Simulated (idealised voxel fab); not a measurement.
process module | voxel transistor to metal
cross-section cut | 205 nm wide | cells 5 nm
A cross-section is a grid of square cells, given in bands from the top down. A band is one or more rows of cells.
Each band's line starts with the height of the band's top and of its bottom, in nm. Then come its materials from left to right, each with its width in nm. One material with "throughout" fills the band from edge to edge. "air" is empty space.
Height 0 is the level under which the wafer as received is all one material. The lowest band goes on downwards, as in "0 down".
A width such as "30 to 40" changes by the same amount from each row of cells to the next, from the band's top row to its bottom row.
"no change" after a step means that no cell of the cross-section changed.
closed voids: empty space of 8 cells or more with no open way to the top, each as width x height at its distance from the left edge, in nm
after a step's settings: what the simulator itself notes on the step
overlay nm, on a step with a mask: how far to the right of its planned place the mask lay; to the left if negative
plan
1 op RECEIVE | material Si
2 op OXIDIZE | depth nm 5
3 op CONFORMAL_DEP | material SiN | thk nm 15
4 op DIRECTIONAL_DEP | material aC | thk nm 10
5 op PATTERN | tone cover | mask id ACTIVE | material resist | width nm 105 | thk nm 25 | overlay nm 0
6 op DIRECTIONAL_ETCH | etch materials aC | depth nm 10
7 op STRIP | etch materials resist
8 op DIRECTIONAL_ETCH | etch materials SiN | depth nm 15
9 op DIRECTIONAL_ETCH | etch materials SiO2 | depth nm 5
10 op DIRECTIONAL_ETCH | etch materials Si | depth nm 35
11 op STRIP | etch materials aC
12 op FILL_DEP | material SiO2 | thk nm 15
13 op CMP | height nm 15
14 op SELECTIVE_ETCH | etch materials SiO2 | depth nm 10
15 op STRIP | etch materials SiN
16 op SELECTIVE_ETCH | etch materials SiO2 | depth nm 5
17 op OXIDIZE | depth nm 5
18 op DIRECTIONAL_DEP | material polySi | thk nm 20
19 op DIRECTIONAL_DEP | material SiCN | thk nm 15
20 op MASKED_ETCH | tone cover | mask id GATE | width nm 25 | etch materials SiCN | depth nm 25 | overlay nm 0
21 op MASKED_ETCH | tone cover | mask id GATE | width nm 25 | etch materials polySi | depth nm 30 | overlay nm 0
22 op CONFORMAL_DEP | material SiN | thk nm 10
23 op DIRECTIONAL_ETCH | etch materials SiN | depth nm 10
24 op DIRECTIONAL_ETCH | etch materials SiO2 | depth nm 5
25 op DIRECTIONAL_ETCH | etch materials Si | depth nm 15
26 op EPI | material pSi | thk nm 15
27 op FILL_DEP | material SiO2 | thk nm 10
28 op CMP | height nm 15
29 op STRIP | etch materials polySi
30 op SELECTIVE_ETCH | etch materials SiO2 | depth nm 5
31 op CONFORMAL_DEP | material HfO2 | thk nm 5
32 op CONFORMAL_DEP | material TiN | thk nm 5
33 op FILL_DEP | material W | thk nm 5
34 op CMP | height nm 10
35 op DIRECTIONAL_DEP | material SiO2 | thk nm 15
36 op MASKED_ETCH | tone open | mask id CONTACT | width nm 15 | pitch nm 80 | etch materials SiO2 | depth nm 20 | overlay nm 0
37 op CONFORMAL_DEP | material TiN | thk nm 5
38 op FILL_DEP | material W | thk nm 5
39 op CMP | height nm 25
40 op CONFORMAL_DEP | material SiCN | thk nm 5
41 op DIRECTIONAL_DEP | material SiO2 | thk nm 25
42 op DIRECTIONAL_DEP | material aC | thk nm 10
43 op PATTERN | tone open | mask id METAL_1 | material resist | width nm 15 | pitch nm 80 | thk nm 30 | overlay nm 0
44 op DIRECTIONAL_ETCH | etch materials aC | depth nm 10
45 op STRIP | etch materials resist
46 op DIRECTIONAL_ETCH | etch materials SiO2 | depth nm 25
47 op DIRECTIONAL_ETCH | etch materials SiCN | depth nm 5
48 op STRIP | etch materials aC
49 op CONFORMAL_DEP | material TiN | thk nm 5
50 op FILL_DEP | material W | thk nm 5
51 op CMP | height nm 55
52 op EPI | material Ru | thk nm 5
53 op FILL_DEP | material SiCN | thk nm 5
first wafer, as planned
as received, after step 1
  0 down: Si throughout
  closed voids: none
after step 2
  0 to -5: SiO2 throughout
  below -5: unchanged
after step 3
  15 to 0: SiN throughout
  below 0: unchanged
after step 4
  25 to 15: aC throughout
  below 15: unchanged
after step 5
  50 to 25: air 50 | resist 105 | air 50
  below 25: unchanged
after step 6
  40 to 25: air 50 | resist 105 | air 50
  25 to 15: air 50 | aC 105 | air 50
  below 15: unchanged
after step 7
  25 to 15: air 50 | aC 105 | air 50
  below 15: unchanged
after step 8
  25 to 15: air 50 | aC 105 | air 50
  15 to 0: air 50 | SiN 105 | air 50
  below 0: unchanged
after step 9
  25 to 15: air 50 | aC 105 | air 50
  15 to 0: air 50 | SiN 105 | air 50
  0 to -5: air 50 | SiO2 105 | air 50
  below -5: unchanged
after step 10
  25 to 15: air 50 | aC 105 | air 50
  15 to 0: air 50 | SiN 105 | air 50
  0 to -5: air 50 | SiO2 105 | air 50
  -5 to -40: air 50 | Si 105 | air 50
  below -40: unchanged
after step 11
  15 to 0: air 50 | SiN 105 | air 50
  below 0: unchanged
after step 12
  30 to 15: SiO2 throughout
  15 to 0: SiO2 50 | SiN 105 | SiO2 50
  0 to -5: SiO2 throughout
  -5 to -40: SiO2 50 | Si 105 | SiO2 50
  below -40: unchanged
after step 13
  15 to 0: SiO2 50 | SiN 105 | SiO2 50
  below 0: unchanged
after step 14
  15 to 5: air 50 | SiN 105 | air 50
  below 5: unchanged
after step 15
  5 to 0: SiO2 50 | air 105 | SiO2 50
  below 0: unchanged
after step 16
  0 to -5: SiO2 45 | air 115 | SiO2 45
  below -5: unchanged
after step 17
  0 to -5: SiO2 45 | air 115 | SiO2 45
  -5 to -10: SiO2 throughout
  below -10: unchanged
after step 18
  20 to 15: polySi 45 | air 115 | polySi 45
  15 to 0: polySi throughout
  0 to -5: SiO2 45 | polySi 115 | SiO2 45
  below -5: unchanged
after step 19
  35 to 30: SiCN 45 | air 115 | SiCN 45
  30 to 20: SiCN throughout
  20 to 15: polySi 45 | SiCN 115 | polySi 45
  below 15: unchanged
after step 20
  30 to 20: air 90 | SiCN 25 | air 90
  20 to 15: polySi 45 | air 45 | SiCN 25 | air 45 | polySi 45
  below 15: unchanged
after step 21
  30 to 15: air 90 | SiCN 25 | air 90
  15 to 0: air 90 | polySi 25 | air 90
  0 to -5: SiO2 45 | air 45 | polySi 25 | air 45 | SiO2 45
  below -5: unchanged
after step 22
  40 to 30: air 80 | SiN 45 | air 80
  30 to 15: air 80 | SiN 10 | SiCN 25 | SiN 10 | air 80
  15 to 10: air 80 | SiN 10 | polySi 25 | SiN 10 | air 80
  10 to 5: SiN 55 | air 25 | SiN 10 | polySi 25 | SiN 10 | air 25 | SiN 55
  5 to 0: SiN 90 | polySi 25 | SiN 90
  0 to -5: SiO2 45 | SiN 45 | polySi 25 | SiN 45 | SiO2 45
  below -5: unchanged
after step 23
  30 to 15: air 80 | SiN 10 | SiCN 25 | SiN 10 | air 80
  15 to 0: air 80 | SiN 10 | polySi 25 | SiN 10 | air 80
  0 to -5: SiO2 45 | SiN 10 | air 25 | SiN 10 | polySi 25 | SiN 10 | air 25 | SiN 10 | SiO2 45
  below -5: unchanged
after step 24
  30 to 15: air 80 | SiN 10 | SiCN 25 | SiN 10 | air 80
  15 to 0: air 80 | SiN 10 | polySi 25 | SiN 10 | air 80
  0 to -5: air 45 | SiN 10 | air 25 | SiN 10 | polySi 25 | SiN 10 | air 25 | SiN 10 | air 45
  -5 to -10: SiO2 55 | air 25 | SiO2 45 | air 25 | SiO2 55
  below -10: unchanged
after step 25
  30 to 15: air 80 | SiN 10 | SiCN 25 | SiN 10 | air 80
  15 to 0: air 80 | SiN 10 | polySi 25 | SiN 10 | air 80
  0 to -5: air 45 | SiN 10 | air 25 | SiN 10 | polySi 25 | SiN 10 | air 25 | SiN 10 | air 45
  -5 to -10: SiO2 55 | air 25 | SiO2 45 | air 25 | SiO2 55
  -10 to -25: SiO2 50 | Si 5 | air 25 | Si 45 | air 25 | Si 5 | SiO2 50
  below -25: unchanged
after step 26
  30 to 15: air 80 | SiN 10 | SiCN 25 | SiN 10 | air 80
  15 to 5: air 80 | SiN 10 | polySi 25 | SiN 10 | air 80
  5 to 0: air 50 | pSi 30 | SiN 10 | polySi 25 | SiN 10 | pSi 30 | air 50
  0 to -5: air 45 | SiN 10 | pSi 25 | SiN 10 | polySi 25 | SiN 10 | pSi 25 | SiN 10 | air 45
  -5 to -10: SiO2 55 | pSi 25 | SiO2 45 | pSi 25 | SiO2 55
  -10 to -25: SiO2 50 | Si 5 | pSi 25 | Si 45 | pSi 25 | Si 5 | SiO2 50
  below -25: unchanged
after step 27
  40 to 30: SiO2 throughout
  30 to 15: SiO2 80 | SiN 10 | SiCN 25 | SiN 10 | SiO2 80
  15 to 5: SiO2 80 | SiN 10 | polySi 25 | SiN 10 | SiO2 80
  5 to 0: SiO2 50 | pSi 30 | SiN 10 | polySi 25 | SiN 10 | pSi 30 | SiO2 50
  0 to -5: SiO2 45 | SiN 10 | pSi 25 | SiN 10 | polySi 25 | SiN 10 | pSi 25 | SiN 10 | SiO2 45
  below -5: unchanged
after step 28
  15 to 5: SiO2 80 | SiN 10 | polySi 25 | SiN 10 | SiO2 80
  below 5: unchanged
after step 29
  15 to 5: SiO2 80 | SiN 10 | air 25 | SiN 10 | SiO2 80
  5 to 0: SiO2 50 | pSi 30 | SiN 10 | air 25 | SiN 10 | pSi 30 | SiO2 50
  0 to -5: SiO2 45 | SiN 10 | pSi 25 | SiN 10 | air 25 | SiN 10 | pSi 25 | SiN 10 | SiO2 45
  below -5: unchanged
after step 30
  15 to 10: air 80 | SiN 10 | air 25 | SiN 10 | air 80
  10 to 5: SiO2 80 | SiN 10 | air 25 | SiN 10 | SiO2 80
  5 to 0: SiO2 50 | pSi 30 | SiN 10 | air 25 | SiN 10 | pSi 30 | SiO2 50
  0 to -5: SiO2 45 | SiN 10 | pSi 25 | SiN 10 | air 25 | SiN 10 | pSi 25 | SiN 10 | SiO2 45
  -5 to -10: SiO2 55 | pSi 25 | SiO2 5 | air 35 | SiO2 5 | pSi 25 | SiO2 55
  below -10: unchanged
after step 31
  20 to 15: air 75 | HfO2 20 | air 15 | HfO2 20 | air 75
  15 to 10: HfO2 80 | SiN 10 | HfO2 5 | air 15 | HfO2 5 | SiN 10 | HfO2 80
  10 to 5: SiO2 80 | SiN 10 | HfO2 5 | air 15 | HfO2 5 | SiN 10 | SiO2 80
  5 to 0: SiO2 50 | pSi 30 | SiN 10 | HfO2 5 | air 15 | HfO2 5 | SiN 10 | pSi 30 | SiO2 50
  0 to -5: SiO2 45 | SiN 10 | pSi 25 | SiN 10 | HfO2 5 | air 15 | HfO2 5 | SiN 10 | pSi 25 | SiN 10 | SiO2 45
  -5 to -10: SiO2 55 | pSi 25 | SiO2 5 | HfO2 35 | SiO2 5 | pSi 25 | SiO2 55
  below -10: unchanged
after step 32
  25 to 20: air 70 | TiN 30 | air 5 | TiN 30 | air 70
  20 to 15: TiN 75 | HfO2 20 | TiN 5 | air 5 | TiN 5 | HfO2 20 | TiN 75
  15 to 10: HfO2 80 | SiN 10 | HfO2 5 | TiN 5 | air 5 | TiN 5 | HfO2 5 | SiN 10 | HfO2 80
  10 to 5: SiO2 80 | SiN 10 | HfO2 5 | TiN 5 | air 5 | TiN 5 | HfO2 5 | SiN 10 | SiO2 80
  5 to 0: SiO2 50 | pSi 30 | SiN 10 | HfO2 5 | TiN 5 | air 5 | TiN 5 | HfO2 5 | SiN 10 | pSi 30 | SiO2 50
  0 to -5: SiO2 45 | SiN 10 | pSi 25 | SiN 10 | HfO2 5 | TiN 15 | HfO2 5 | SiN 10 | pSi 25 | SiN 10 | SiO2 45
  below -5: unchanged
after step 33
  30 to 25: W throughout
  25 to 20: W 70 | TiN 30 | W 5 | TiN 30 | W 70
  20 to 15: TiN 75 | HfO2 20 | TiN 5 | W 5 | TiN 5 | HfO2 20 | TiN 75
  15 to 10: HfO2 80 | SiN 10 | HfO2 5 | TiN 5 | W 5 | TiN 5 | HfO2 5 | SiN 10 | HfO2 80
  10 to 5: SiO2 80 | SiN 10 | HfO2 5 | TiN 5 | W 5 | TiN 5 | HfO2 5 | SiN 10 | SiO2 80
  5 to 0: SiO2 50 | pSi 30 | SiN 10 | HfO2 5 | TiN 5 | W 5 | TiN 5 | HfO2 5 | SiN 10 | pSi 30 | SiO2 50
  below 0: unchanged
after step 34
  10 to 5: SiO2 80 | SiN 10 | HfO2 5 | TiN 5 | W 5 | TiN 5 | HfO2 5 | SiN 10 | SiO2 80
  below 5: unchanged
after step 35
  25 to 10: SiO2 throughout
  below 10: unchanged
after step 36
  25 to 10: SiO2 55 | air 15 | SiO2 65 | air 15 | SiO2 55
  10 to 5: SiO2 55 | air 15 | SiO2 10 | SiN 10 | HfO2 5 | TiN 5 | W 5 | TiN 5 | HfO2 5 | SiN 10 | SiO2 10 | air 15 | SiO2 55
  below 5: unchanged
after step 37
  30 to 25: TiN 60 | air 5 | TiN 75 | air 5 | TiN 60
  25 to 10: SiO2 55 | TiN 5 | air 5 | TiN 5 | SiO2 65 | TiN 5 | air 5 | TiN 5 | SiO2 55
  10 to 5: SiO2 55 | TiN 15 | SiO2 10 | SiN 10 | HfO2 5 | TiN 5 | W 5 | TiN 5 | HfO2 5 | SiN 10 | SiO2 10 | TiN 15 | SiO2 55
  below 5: unchanged
after step 38
  35 to 30: W throughout
  30 to 25: TiN 60 | W 5 | TiN 75 | W 5 | TiN 60
  25 to 10: SiO2 55 | TiN 5 | W 5 | TiN 5 | SiO2 65 | TiN 5 | W 5 | TiN 5 | SiO2 55
  below 10: unchanged
after step 39
  25 to 10: SiO2 55 | TiN 5 | W 5 | TiN 5 | SiO2 65 | TiN 5 | W 5 | TiN 5 | SiO2 55
  below 10: unchanged
after step 40
  30 to 25: SiCN throughout
  below 25: unchanged
after step 41
  55 to 30: SiO2 throughout
  below 30: unchanged
after step 42
  65 to 55: aC throughout
  below 55: unchanged
after step 43
  95 to 65: resist 55 | air 15 | resist 65 | air 15 | resist 55
  below 65: unchanged
after step 44
  85 to 65: resist 55 | air 15 | resist 65 | air 15 | resist 55
  65 to 55: aC 55 | air 15 | aC 65 | air 15 | aC 55
  below 55: unchanged
after step 45
  65 to 55: aC 55 | air 15 | aC 65 | air 15 | aC 55
  below 55: unchanged
after step 46
  65 to 55: aC 55 | air 15 | aC 65 | air 15 | aC 55
  55 to 30: SiO2 55 | air 15 | SiO2 65 | air 15 | SiO2 55
  below 30: unchanged
after step 47
  65 to 55: aC 55 | air 15 | aC 65 | air 15 | aC 55
  55 to 30: SiO2 55 | air 15 | SiO2 65 | air 15 | SiO2 55
  30 to 25: SiCN 55 | air 15 | SiCN 65 | air 15 | SiCN 55
  below 25: unchanged
after step 48
  55 to 30: SiO2 55 | air 15 | SiO2 65 | air 15 | SiO2 55
  below 30: unchanged
after step 49
  60 to 55: TiN 60 | air 5 | TiN 75 | air 5 | TiN 60
  55 to 30: SiO2 55 | TiN 5 | air 5 | TiN 5 | SiO2 65 | TiN 5 | air 5 | TiN 5 | SiO2 55
  30 to 25: SiCN 55 | TiN 15 | SiCN 65 | TiN 15 | SiCN 55
  below 25: unchanged
after step 50
  65 to 60: W throughout
  60 to 55: TiN 60 | W 5 | TiN 75 | W 5 | TiN 60
  55 to 30: SiO2 55 | TiN 5 | W 5 | TiN 5 | SiO2 65 | TiN 5 | W 5 | TiN 5 | SiO2 55
  below 30: unchanged
after step 51
  55 to 30: SiO2 55 | TiN 5 | W 5 | TiN 5 | SiO2 65 | TiN 5 | W 5 | TiN 5 | SiO2 55
  below 30: unchanged
after step 52
  60 to 55: air 50 | Ru 25 | air 55 | Ru 25 | air 50
  below 55: unchanged
after step 53
  65 to 60: SiCN throughout
  60 to 55: SiCN 50 | Ru 25 | SiCN 55 | Ru 25 | SiCN 50
  below 55: unchanged
second wafer: like start, like plan, one mistake. Through step 42 it matches the first wafer
when step 43 should have ended
  95 to 65: resist 45 | air 15 | resist 65 | air 15 | resist 65
  below 65: unchanged
when step 44 should have ended
  85 to 65: resist 45 | air 15 | resist 65 | air 15 | resist 65
  65 to 55: aC 45 | air 15 | aC 65 | air 15 | aC 65
  below 55: unchanged
when step 45 should have ended
  65 to 55: aC 45 | air 15 | aC 65 | air 15 | aC 65
  below 55: unchanged
when step 46 should have ended
  65 to 55: aC 45 | air 15 | aC 65 | air 15 | aC 65
  55 to 30: SiO2 45 | air 15 | SiO2 65 | air 15 | SiO2 65
  below 30: unchanged
when step 47 should have ended
  65 to 55: aC 45 | air 15 | aC 65 | air 15 | aC 65
  55 to 30: SiO2 45 | air 15 | SiO2 65 | air 15 | SiO2 65
  30 to 25: SiCN 45 | air 15 | SiCN 65 | air 15 | SiCN 65
  below 25: unchanged
when step 48 should have ended
  55 to 30: SiO2 45 | air 15 | SiO2 65 | air 15 | SiO2 65
  below 30: unchanged
when step 49 should have ended
  60 to 55: TiN 50 | air 5 | TiN 75 | air 5 | TiN 70
  55 to 30: SiO2 45 | TiN 5 | air 5 | TiN 5 | SiO2 65 | TiN 5 | air 5 | TiN 5 | SiO2 65
  30 to 25: SiCN 45 | TiN 15 | SiCN 65 | TiN 15 | SiCN 65
  below 25: unchanged
when step 50 should have ended
  65 to 60: W throughout
  60 to 55: TiN 50 | W 5 | TiN 75 | W 5 | TiN 70
  55 to 30: SiO2 45 | TiN 5 | W 5 | TiN 5 | SiO2 65 | TiN 5 | W 5 | TiN 5 | SiO2 65
  below 30: unchanged
when step 51 should have ended
  55 to 30: SiO2 45 | TiN 5 | W 5 | TiN 5 | SiO2 65 | TiN 5 | W 5 | TiN 5 | SiO2 65
  below 30: unchanged
when step 52 should have ended
  60 to 55: air 40 | Ru 25 | air 55 | Ru 25 | air 60
  below 55: unchanged
when step 53 should have ended
  65 to 60: SiCN throughout
  60 to 55: SiCN 40 | Ru 25 | SiCN 55 | Ru 25 | SiCN 60
  below 55: unchanged
what went wrong: step 43 ran as: op PATTERN | tone open | mask id METAL_1 | material resist | width nm 15 | pitch nm 80 | thk nm 30 | overlay nm -10
at the end the second wafer has, in cells: as many of each material as the first, in other places
